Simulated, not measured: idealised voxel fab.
The process module that follows is named voxel wiring stack.
Cross-section cut spans 230 nm and uses square cells 5 nm in size.
How to read a cross-section here: the picture is a grid of square cells, written as bands going from the top down, and any band can span one or more rows of cells. A band entry consists of two parts. The first gives the height of the band's top and the height of its bottom, in nm. The rest lists the band's materials from left to right, each with its width in nm. A single material labelled with the word "full width" fills the band from edge to edge, and the word "blank" marks empty space. Heights are expressed relative to 0, this being the level below which the as-received wafer comprises one material exclusively. The lowest band is unbounded in the downward direction and is denoted as in "top 0, no bottom". Graded width ("30..40"): value in top row of band = first number; value in bottom row = second number; row-to-row change constant. "stayed the same" -> step changed no cross-section cell. Closed cavities: empty space of 8 cells or more with no open way to the top, each as width x height at its distance from the left edge, in nm. Heads up: the bit after the settings on a step's line is the simulator's remark on that step. On any step carrying a mask, the "overlay nm" setting, if present on the step's line, tells how far right of its planned place the mask lay; negative values point to the left.
The process steps that were planned are listed below
| 1 | op RECEIVE | material Si |
| 2 | op CONFORMAL_DEP | material SiO2 | thk nm 10 |
| 3 | op DIRECTIONAL_DEP | material TiN | thk nm 5 |
| 4 | op DIRECTIONAL_DEP | material W | thk nm 15 |
| 5 | op MASKED_ETCH | tone cover | mask id METAL_1 | width nm 30 | pitch nm 60 | etch materials W | depth nm 15 | overlay nm 0 |
| 6 | op MASKED_ETCH | tone cover | mask id METAL_1 | width nm 30 | pitch nm 60 | etch materials TiN | depth nm 5 | overlay nm 0 |
| 7 | op FILL_DEP | material SiO2 | thk nm 5 |
| 8 | op CMP | height nm 30 |
| 9 | op CONFORMAL_DEP | material SiCN | thk nm 5 |
| 10 | op DIRECTIONAL_DEP | material SiO2 | thk nm 25 |
| 11 | op DIRECTIONAL_DEP | material aC | thk nm 10 |
| 12 | op PATTERN | tone open | mask id METAL_2_HOLES | material resist | width nm 15 | pitch nm 60 | thk nm 25 | overlay nm 0 |
| 13 | op DIRECTIONAL_ETCH | etch materials aC | depth nm 10 |
| 14 | op STRIP | etch materials resist |
| 15 | op DIRECTIONAL_ETCH | etch materials SiO2 | depth nm 25 |
| 16 | op STRIP | etch materials aC |
| 17 | op PATTERN | tone open | mask id METAL_2 | material resist | width nm 30 | pitch nm 60 | thk nm 20 | overlay nm 0 |
| 18 | op DIRECTIONAL_ETCH | etch materials SiO2 | depth nm 15 |
| 19 | op DIRECTIONAL_ETCH | etch materials SiCN | depth nm 5 |
| 20 | op STRIP | etch materials resist |
| 21 | op CONFORMAL_DEP | material TiN | thk nm 5 |
| 22 | op FILL_DEP | material Cu | thk nm 5 |
| 23 | op CMP | height nm 60 |
| 24 | op CONFORMAL_DEP | material SiCN | thk nm 5 |
First of the two wafers, run per plan
Cross-section of the wafer upon arrival, representing the state reached after step 1
> top 0, no bottom | Si full width
> Closed cavities: none
Step 2 complete: cross-section through the wafer
> top 10, bottom 0 | SiO2 full width
> Everything below 0 is unchanged.
Step 3 complete: cross-section through the wafer
> top 15, bottom 10 | TiN full width
> Everything below 10 is unchanged.
Step 4 complete: cross-section through the wafer
> top 30, bottom 15 | W full width
> Everything below 15 is unchanged.
Step 5 complete: cross-section through the wafer
> top 30, bottom 15 | 40 nm blank; 30 nm W; 30 nm blank; 30 nm W; 30 nm blank; 30 nm W; 40 nm blank
> Everything below 15 is unchanged.
Step 6 complete: cross-section through the wafer
> top 30, bottom 15 | 40 nm blank; 30 nm W; 30 nm blank; 30 nm W; 30 nm blank; 30 nm W; 40 nm blank
> top 15, bottom 10 | 40 nm blank; 30 nm TiN; 30 nm blank; 30 nm TiN; 30 nm blank; 30 nm TiN; 40 nm blank
> Everything below 10 is unchanged.
Step 7 complete: cross-section through the wafer
> top 35, bottom 30 | SiO2 full width
> top 30, bottom 15 | 40 nm SiO2; 30 nm W; 30 nm SiO2; 30 nm W; 30 nm SiO2; 30 nm W; 40 nm SiO2
> top 15, bottom 10 | 40 nm SiO2; 30 nm TiN; 30 nm SiO2; 30 nm TiN; 30 nm SiO2; 30 nm TiN; 40 nm SiO2
> Everything below 10 is unchanged.
Step 8 complete: cross-section through the wafer
> top 30, bottom 15 | 40 nm SiO2; 30 nm W; 30 nm SiO2; 30 nm W; 30 nm SiO2; 30 nm W; 40 nm SiO2
> Everything below 15 is unchanged.
Step 9 complete: cross-section through the wafer
> top 35, bottom 30 | SiCN full width
> Everything below 30 is unchanged.
Step 10 complete: cross-section through the wafer
> top 60, bottom 35 | SiO2 full width
> Everything below 35 is unchanged.
Step 11 complete: cross-section through the wafer
> top 70, bottom 60 | aC full width
> Everything below 60 is unchanged.
Step 12 complete: cross-section through the wafer
> top 95, bottom 70 | 40 nm resist; 15 nm blank; 45 nm resist; 15 nm blank; 45 nm resist; 15 nm blank; 55 nm resist
> Everything below 70 is unchanged.
Step 13 complete: cross-section through the wafer
> top 85, bottom 70 | 40 nm resist; 15 nm blank; 45 nm resist; 15 nm blank; 45 nm resist; 15 nm blank; 55 nm resist
> top 70, bottom 60 | 40 nm aC; 15 nm blank; 45 nm aC; 15 nm blank; 45 nm aC; 15 nm blank; 55 nm aC
> Everything below 60 is unchanged.
Step 14 complete: cross-section through the wafer
> top 70, bottom 60 | 40 nm aC; 15 nm blank; 45 nm aC; 15 nm blank; 45 nm aC; 15 nm blank; 55 nm aC
> Everything below 60 is unchanged.
Step 15 complete: cross-section through the wafer
> top 70, bottom 60 | 40 nm aC; 15 nm blank; 45 nm aC; 15 nm blank; 45 nm aC; 15 nm blank; 55 nm aC
> top 60, bottom 35 | 40 nm SiO2; 15 nm blank; 45 nm SiO2; 15 nm blank; 45 nm SiO2; 15 nm blank; 55 nm SiO2
> Everything below 35 is unchanged.
Step 16 complete: cross-section through the wafer
> top 60, bottom 35 | 40 nm SiO2; 15 nm blank; 45 nm SiO2; 15 nm blank; 45 nm SiO2; 15 nm blank; 55 nm SiO2
> Everything below 35 is unchanged.
Step 17 complete: cross-section through the wafer
> top 80, bottom 60 | 40 nm resist; 30 nm blank; 30 nm resist; 30 nm blank; 30 nm resist; 30 nm blank; 40 nm resist
> Everything below 60 is unchanged.
Step 18 complete: cross-section through the wafer
> top 80, bottom 60 | 40 nm resist; 30 nm blank; 30 nm resist; 30 nm blank; 30 nm resist; 30 nm blank; 40 nm resist
> top 60, bottom 45 | 40 nm SiO2; 30 nm blank; 30 nm SiO2; 30 nm blank; 30 nm SiO2; 30 nm blank; 40 nm SiO2
> Everything below 45 is unchanged.
Step 19 complete: cross-section through the wafer
> top 80, bottom 60 | 40 nm resist; 30 nm blank; 30 nm resist; 30 nm blank; 30 nm resist; 30 nm blank; 40 nm resist
> top 60, bottom 45 | 40 nm SiO2; 30 nm blank; 30 nm SiO2; 30 nm blank; 30 nm SiO2; 30 nm blank; 40 nm SiO2
> top 45, bottom 35 | 40 nm SiO2; 15 nm blank; 45 nm SiO2; 15 nm blank; 45 nm SiO2; 15 nm blank; 55 nm SiO2
> top 35, bottom 30 | 40 nm SiCN; 15 nm blank; 45 nm SiCN; 15 nm blank; 45 nm SiCN; 15 nm blank; 55 nm SiCN
> Everything below 30 is unchanged.
Step 20 complete: cross-section through the wafer
> top 60, bottom 45 | 40 nm SiO2; 30 nm blank; 30 nm SiO2; 30 nm blank; 30 nm SiO2; 30 nm blank; 40 nm SiO2
> Everything below 45 is unchanged.
Step 21 complete: cross-section through the wafer
> top 65, bottom 60 | 45 nm TiN; 20 nm blank; 40 nm TiN; 20 nm blank; 40 nm TiN; 20 nm blank; 45 nm TiN
> top 60, bottom 50 | 40 nm SiO2; 5 nm TiN; 20 nm blank; 5 nm TiN; 30 nm SiO2; 5 nm TiN; 20 nm blank; 5 nm TiN; 30 nm SiO2; 5 nm TiN; 20 nm blank; 5 nm TiN; 40 nm SiO2
> top 50, bottom 45 | 40 nm SiO2; 5 nm TiN; 5 nm blank; 20 nm TiN; 30 nm SiO2; 5 nm TiN; 5 nm blank; 20 nm TiN; 30 nm SiO2; 5 nm TiN; 5 nm blank; 20 nm TiN; 40 nm SiO2
> top 45, bottom 35 | 40 nm SiO2; 5 nm TiN; 5 nm blank; 5 nm TiN; 45 nm SiO2; 5 nm TiN; 5 nm blank; 5 nm TiN; 45 nm SiO2; 5 nm TiN; 5 nm blank; 5 nm TiN; 55 nm SiO2
> top 35, bottom 30 | 40 nm SiCN; 15 nm TiN; 45 nm SiCN; 15 nm TiN; 45 nm SiCN; 15 nm TiN; 55 nm SiCN
> Everything below 30 is unchanged.
Step 22 complete: cross-section through the wafer
> top 70, bottom 65 | Cu full width
> top 65, bottom 60 | 45 nm TiN; 20 nm Cu; 40 nm TiN; 20 nm Cu; 40 nm TiN; 20 nm Cu; 45 nm TiN
> top 60, bottom 50 | 40 nm SiO2; 5 nm TiN; 20 nm Cu; 5 nm TiN; 30 nm SiO2; 5 nm TiN; 20 nm Cu; 5 nm TiN; 30 nm SiO2; 5 nm TiN; 20 nm Cu; 5 nm TiN; 40 nm SiO2
> top 50, bottom 45 | 40 nm SiO2; 5 nm TiN; 5 nm Cu; 20 nm TiN; 30 nm SiO2; 5 nm TiN; 5 nm Cu; 20 nm TiN; 30 nm SiO2; 5 nm TiN; 5 nm Cu; 20 nm TiN; 40 nm SiO2
> top 45, bottom 35 | 40 nm SiO2; 5 nm TiN; 5 nm Cu; 5 nm TiN; 45 nm SiO2; 5 nm TiN; 5 nm Cu; 5 nm TiN; 45 nm SiO2; 5 nm TiN; 5 nm Cu; 5 nm TiN; 55 nm SiO2
> Everything below 35 is unchanged.
Step 23 complete: cross-section through the wafer
> top 60, bottom 50 | 40 nm SiO2; 5 nm TiN; 20 nm Cu; 5 nm TiN; 30 nm SiO2; 5 nm TiN; 20 nm Cu; 5 nm TiN; 30 nm SiO2; 5 nm TiN; 20 nm Cu; 5 nm TiN; 40 nm SiO2
> Everything below 50 is unchanged.
Step 24 complete: cross-section through the wafer
> top 65, bottom 60 | SiCN full width
> Everything below 60 is unchanged.
Regarding the second of the two wafers: it shared the first wafer's starting condition and process plan, yet one error occurred during its execution. Its history coincides with that of the first wafer up to and including step 9
X-section, second wafer, when step 10 was due to finish
> top 85, bottom 35 | SiO2 full width
> Everything below 35 is unchanged.
X-section, second wafer, when step 11 was due to finish
> top 95, bottom 85 | aC full width
> Everything below 85 is unchanged.
X-section, second wafer, when step 12 was due to finish
> top 120, bottom 95 | 40 nm resist; 15 nm blank; 45 nm resist; 15 nm blank; 45 nm resist; 15 nm blank; 55 nm resist
> Everything below 95 is unchanged.
X-section, second wafer, when step 13 was due to finish
> top 110, bottom 95 | 40 nm resist; 15 nm blank; 45 nm resist; 15 nm blank; 45 nm resist; 15 nm blank; 55 nm resist
> top 95, bottom 85 | 40 nm aC; 15 nm blank; 45 nm aC; 15 nm blank; 45 nm aC; 15 nm blank; 55 nm aC
> Everything below 85 is unchanged.
X-section, second wafer, when step 14 was due to finish
> top 95, bottom 85 | 40 nm aC; 15 nm blank; 45 nm aC; 15 nm blank; 45 nm aC; 15 nm blank; 55 nm aC
> Everything below 85 is unchanged.
X-section, second wafer, when step 15 was due to finish
> top 95, bottom 85 | 40 nm aC; 15 nm blank; 45 nm aC; 15 nm blank; 45 nm aC; 15 nm blank; 55 nm aC
> top 85, bottom 60 | 40 nm SiO2; 15 nm blank; 45 nm SiO2; 15 nm blank; 45 nm SiO2; 15 nm blank; 55 nm SiO2
> Everything below 60 is unchanged.
X-section, second wafer, when step 16 was due to finish
> top 85, bottom 60 | 40 nm SiO2; 15 nm blank; 45 nm SiO2; 15 nm blank; 45 nm SiO2; 15 nm blank; 55 nm SiO2
> Everything below 60 is unchanged.
X-section, second wafer, when step 17 was due to finish
> top 105, bottom 85 | 40 nm resist; 30 nm blank; 30 nm resist; 30 nm blank; 30 nm resist; 30 nm blank; 40 nm resist
> Everything below 85 is unchanged.
X-section, second wafer, when step 18 was due to finish
> top 105, bottom 85 | 40 nm resist; 30 nm blank; 30 nm resist; 30 nm blank; 30 nm resist; 30 nm blank; 40 nm resist
> top 85, bottom 70 | 40 nm SiO2; 30 nm blank; 30 nm SiO2; 30 nm blank; 30 nm SiO2; 30 nm blank; 40 nm SiO2
> top 70, bottom 45 | 40 nm SiO2; 15 nm blank; 45 nm SiO2; 15 nm blank; 45 nm SiO2; 15 nm blank; 55 nm SiO2
> Everything below 45 is unchanged.
X-section, second wafer, when step 19 was due to finish: stayed the same
X-section, second wafer, when step 20 was due to finish
> top 85, bottom 70 | 40 nm SiO2; 30 nm blank; 30 nm SiO2; 30 nm blank; 30 nm SiO2; 30 nm blank; 40 nm SiO2
> Everything below 70 is unchanged.
X-section, second wafer, when step 21 was due to finish
> top 90, bottom 85 | 45 nm TiN; 20 nm blank; 40 nm TiN; 20 nm blank; 40 nm TiN; 20 nm blank; 45 nm TiN
> top 85, bottom 75 | 40 nm SiO2; 5 nm TiN; 20 nm blank; 5 nm TiN; 30 nm SiO2; 5 nm TiN; 20 nm blank; 5 nm TiN; 30 nm SiO2; 5 nm TiN; 20 nm blank; 5 nm TiN; 40 nm SiO2
> top 75, bottom 70 | 40 nm SiO2; 5 nm TiN; 5 nm blank; 20 nm TiN; 30 nm SiO2; 5 nm TiN; 5 nm blank; 20 nm TiN; 30 nm SiO2; 5 nm TiN; 5 nm blank; 20 nm TiN; 40 nm SiO2
> top 70, bottom 50 | 40 nm SiO2; 5 nm TiN; 5 nm blank; 5 nm TiN; 45 nm SiO2; 5 nm TiN; 5 nm blank; 5 nm TiN; 45 nm SiO2; 5 nm TiN; 5 nm blank; 5 nm TiN; 55 nm SiO2
> top 50, bottom 45 | 40 nm SiO2; 15 nm TiN; 45 nm SiO2; 15 nm TiN; 45 nm SiO2; 15 nm TiN; 55 nm SiO2
> Everything below 45 is unchanged.
X-section, second wafer, when step 22 was due to finish
> top 95, bottom 90 | Cu full width
> top 90, bottom 85 | 45 nm TiN; 20 nm Cu; 40 nm TiN; 20 nm Cu; 40 nm TiN; 20 nm Cu; 45 nm TiN
> top 85, bottom 75 | 40 nm SiO2; 5 nm TiN; 20 nm Cu; 5 nm TiN; 30 nm SiO2; 5 nm TiN; 20 nm Cu; 5 nm TiN; 30 nm SiO2; 5 nm TiN; 20 nm Cu; 5 nm TiN; 40 nm SiO2
> top 75, bottom 70 | 40 nm SiO2; 5 nm TiN; 5 nm Cu; 20 nm TiN; 30 nm SiO2; 5 nm TiN; 5 nm Cu; 20 nm TiN; 30 nm SiO2; 5 nm TiN; 5 nm Cu; 20 nm TiN; 40 nm SiO2
> top 70, bottom 50 | 40 nm SiO2; 5 nm TiN; 5 nm Cu; 5 nm TiN; 45 nm SiO2; 5 nm TiN; 5 nm Cu; 5 nm TiN; 45 nm SiO2; 5 nm TiN; 5 nm Cu; 5 nm TiN; 55 nm SiO2
> Everything below 50 is unchanged.
X-section, second wafer, when step 23 was due to finish
> top 60, bottom 50 | 40 nm SiO2; 5 nm TiN; 5 nm Cu; 5 nm TiN; 45 nm SiO2; 5 nm TiN; 5 nm Cu; 5 nm TiN; 45 nm SiO2; 5 nm TiN; 5 nm Cu; 5 nm TiN; 55 nm SiO2
> Everything below 50 is unchanged.
X-section, second wafer, when step 24 was due to finish
> top 65, bottom 60 | SiCN full width
> Everything below 60 is unchanged.
In executing the process, a mistake was made relative to the plan: plan step 10 ran twice
The second wafer ends with more or fewer cells of some materials than the first, per final count: Cu -27; SiCN +9; SiO2 +45; TiN -27
